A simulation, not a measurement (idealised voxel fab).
Title: Process Module voxel ribs on slabs
Square cell edge 5 nm, section width 295 nm, ID cut.
Reading order for cross-sections: top band down to bottom band. Underlying form: a grid of square cells. Band size: one or more rows of cells. In this notation a band is specified by the heights of its top and bottom, in that order and in nm, after which its materials appear from left to right, each paired with its width in nm. The word "full width" attached to a single material means that material fills the band from edge to edge; the word "air" stands for empty space. Beneath 0, the wafer as received is one material, and that level is where height counting begins. The lowest band goes on downward without a bottom; it is written like "z 0 and below". The notation "30..40" denotes a width that varies across the rows of cells in the band, beginning at the first number in the top row, finishing at the second number in the bottom row, and changing by an identical amount from each row to the next. "no alterations made" -> step changed no cross-section cell. Reported under the label "Fully closed voids" are the empty spaces having no open way to the top and comprising 8 cells or more; the notation for each is width x height at distance, in which the distance is measured from the left edge and all three values are in nm. Heads up: the bit after the settings on a step's line is the simulator's remark on that step. When a step includes a mask, the "overlay nm" setting on its line states how far to the right of its planned place that mask lay, and negative values state how far to the left.

Process steps (planned):
1) RECEIVE | material Si
2) DIRECTIONAL_DEP | material SiO2 | thk nm 30
3) DIRECTIONAL_DEP | material SiN | thk nm 25
4) DIRECTIONAL_DEP | material aC | thk nm 15
5) PATTERN | tone cover | mask id RIB | material resist | width nm 15 | thk nm 30 | overlay nm 0
6) DIRECTIONAL_ETCH | etch materials aC | depth nm 15
7) STRIP | etch materials resist
8) DIRECTIONAL_ETCH | etch materials SiN | depth nm 20
9) STRIP | etch materials aC
10) MASKED_ETCH | tone cover | mask id SLAB | width nm 55 | etch materials SiN | depth nm 5 | overlay nm 0
11) FILL_DEP | material SiO2 | thk nm 30
12) CMP | height nm 75
13) DIRECTIONAL_DEP | material W | thk nm 5
14) DIRECTIONAL_DEP | material aC | thk nm 15
15) PATTERN | tone cover | mask id HEATER | material resist | width nm 25 | thk nm 30 | overlay nm 0
16) DIRECTIONAL_ETCH | etch materials aC | depth nm 15
17) STRIP | etch materials resist
18) DIRECTIONAL_ETCH | etch materials W | depth nm 5
19) STRIP | etch materials aC
20) CONFORMAL_DEP | material SiN | thk nm 5

Received-state cross-section, reflecting completion of step 1:
    z 0 and below = Si full width
    Fully closed voids: none

This is how the wafer looks in cross-section once the module is done, given the starting state and plan above and one mistake in carrying the plan out:
    z 85 to 80 = SiN full width
    z 80 to 55 = SiO2 full width
    z 55 to 35 = 140 SiO2 | 15 SiN | 140 SiO2
    z 35 to 30 = 120 SiO2 | 55 SiN | 120 SiO2
    z 30 to 0 = SiO2 full width
    z 0 and below = Si full width
    Fully closed voids: none
What broke from the plan during processing? so step 13 ended up running with a different setting than we planned, it ran as DIRECTIONAL_DEP | material SiO2 | thk nm 5
